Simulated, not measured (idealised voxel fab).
Process module, titled voxel gate over fins
Cross-section cut: width 260 nm, square cells of 5 nm.
When this document writes out a cross-section, it uses a grid of square cells and lists it as bands, beginning at the top and moving down, with a band standing for one or more rows of cells.
Per band: top height and bottom height in nm, followed by the left-to-right materials and their widths in nm; "throughout" marks a single material spanning edge to edge, "blank" marks empty space.
Heights are expressed relative to 0, this being the level below which the as-received wafer comprises one material exclusively. The lowest band is unbounded in the downward direction and is denoted as in "top 0, no bottom".
Per-row width for "30..40": begins at first number (top row of band), ends at second number (bottom row), increment between rows held constant.
It should be understood that the words "all unchanged", when stated for a given step, signify that the cross-section underwent no change in any of its cells during that step.
Reported under the label "Encapsulated voids" are the empty spaces having no open way to the top and comprising 8 cells or more; the notation for each is width x height at distance, in which the distance is measured from the left edge and all three values are in nm.
Read whatever lies past the settings on a step's line as the simulator's own remark about the step.
overlay nm: where the mask lay relative to plan, measured to the right, on steps with a mask; negatives go left.

# Steps in the process plan
1) RECEIVE (material Si)
2) CONFORMAL_DEP (material SiN; thk nm 5)
3) MASKED_ETCH (tone cover; mask id FINS; width nm 15; pitch nm 60; etch materials SiN; depth nm 5; overlay nm 0)
4) MASKED_ETCH (tone cover; mask id FINS; width nm 15; pitch nm 60; etch materials Si; depth nm 35; overlay nm 0)
5) OXIDIZE (depth nm 5)
6) FILL_DEP (material SiO2; thk nm 5)
7) CMP (height nm 5)
8) MASKED_ETCH (tone open; mask id RAIL; width nm 15; etch materials SiO2; depth nm 35; overlay nm 0)
9) CONFORMAL_DEP (material TiN; thk nm 5)
10) FILL_DEP (material Ru; thk nm 10)
11) CMP (height nm 5)
12) SELECTIVE_ETCH (etch materials W Ru TiN; depth nm 20)
13) FILL_DEP (material SiO2; thk nm 5)
14) CMP (height nm 5)
15) SELECTIVE_ETCH (etch materials SiO2; depth nm 15)
16) STRIP (etch materials SiN)
17) CONFORMAL_DEP (material HfO2; thk nm 5)
18) CONFORMAL_DEP (material TiN; thk nm 5)
19) FILL_DEP (material W; thk nm 15)
20) CMP (height nm 20)
21) CONFORMAL_DEP (material SiN; thk nm 10)

# Incoming wafer in cross-section (state: after step 1)
* top 0, no bottom | Si throughout
* Encapsulated voids: none

# Cross-sectional image of the first of two wafers at the end of the module, the run having proceeded as planned
* top 30, bottom 20 | SiN throughout
* top 20, bottom 10 | W throughout
* top 10, bottom 5 | W=55 / TiN=25 / W=35 / TiN=25 / W=35 / TiN=25 / W=60
* top 5, bottom 0 | W=55 / TiN=5 / HfO2=15 / TiN=5 / W=35 / TiN=5 / HfO2=15 / TiN=5 / W=35 / TiN=5 / HfO2=15 / TiN=5 / W=60
* top 0, bottom -5 | TiN=60 / HfO2=5 / Si=5 / HfO2=5 / TiN=45 / HfO2=5 / Si=5 / HfO2=5 / TiN=45 / HfO2=5 / Si=5 / HfO2=5 / TiN=65
* top -5, bottom -10 | HfO2=65 / Si=5 / HfO2=55 / Si=5 / HfO2=55 / Si=5 / HfO2=70
* top -10, bottom -15 | SiO2=65 / Si=5 / SiO2=55 / Si=5 / SiO2=55 / Si=5 / SiO2=70
* top -15, bottom -25 | SiO2=65 / Si=5 / SiO2=20 / TiN=5 / Ru=5 / TiN=5 / SiO2=20 / Si=5 / SiO2=55 / Si=5 / SiO2=70
* top -25, bottom -30 | SiO2=65 / Si=5 / SiO2=20 / TiN=15 / SiO2=20 / Si=5 / SiO2=55 / Si=5 / SiO2=70
* top -30, bottom -40 | SiO2=65 / Si=5 / SiO2=55 / Si=5 / SiO2=55 / Si=5 / SiO2=70
* top -40, no bottom | Si throughout
* Encapsulated voids: none

# Second wafer through the module, sectioned at the end: same beginning and same plan as the first wafer, with one mistake in carrying it out
* top 30, bottom 20 | SiN throughout
* top 20, bottom 10 | W throughout
* top 10, bottom 5 | W=55 / TiN=25 / W=35 / TiN=25 / W=35 / TiN=25 / W=60
* top 5, bottom 0 | W=55 / TiN=5 / HfO2=15 / TiN=5 / W=35 / TiN=5 / HfO2=15 / TiN=5 / W=35 / TiN=5 / HfO2=15 / TiN=5 / W=60
* top 0, bottom -5 | TiN=60 / HfO2=5 / Si=5 / HfO2=5 / TiN=45 / HfO2=5 / Si=5 / HfO2=5 / TiN=45 / HfO2=5 / Si=5 / HfO2=5 / TiN=65
* top -5, bottom -10 | HfO2=50 / TiN=10 / HfO2=5 / Si=5 / HfO2=5 / TiN=10 / HfO2=25 / TiN=10 / HfO2=5 / Si=5 / HfO2=5 / TiN=10 / HfO2=25 / TiN=10 / HfO2=5 / Si=5 / HfO2=5 / TiN=10 / HfO2=55
* top -10, bottom -15 | SiO2=45 / HfO2=20 / Si=5 / HfO2=20 / SiO2=15 / HfO2=20 / Si=5 / HfO2=20 / SiO2=15 / HfO2=20 / Si=5 / HfO2=20 / SiO2=50
* top -15, bottom -25 | SiO2=65 / Si=5 / SiO2=20 / TiN=5 / Ru=5 / TiN=5 / SiO2=20 / Si=5 / SiO2=55 / Si=5 / SiO2=70
* top -25, bottom -30 | SiO2=65 / Si=5 / SiO2=20 / TiN=15 / SiO2=20 / Si=5 / SiO2=55 / Si=5 / SiO2=70
* top -30, bottom -40 | SiO2=65 / Si=5 / SiO2=55 / Si=5 / SiO2=55 / Si=5 / SiO2=70
* top -40, no bottom | Si throughout
* Encapsulated voids: none
Misprocessing identified: swap of plan steps 15 and 16 during execution
Materials where the second wafer ends with more or fewer cells than the first: HfO2: 12 more | SiO2: 24 fewer | TiN: 12 more
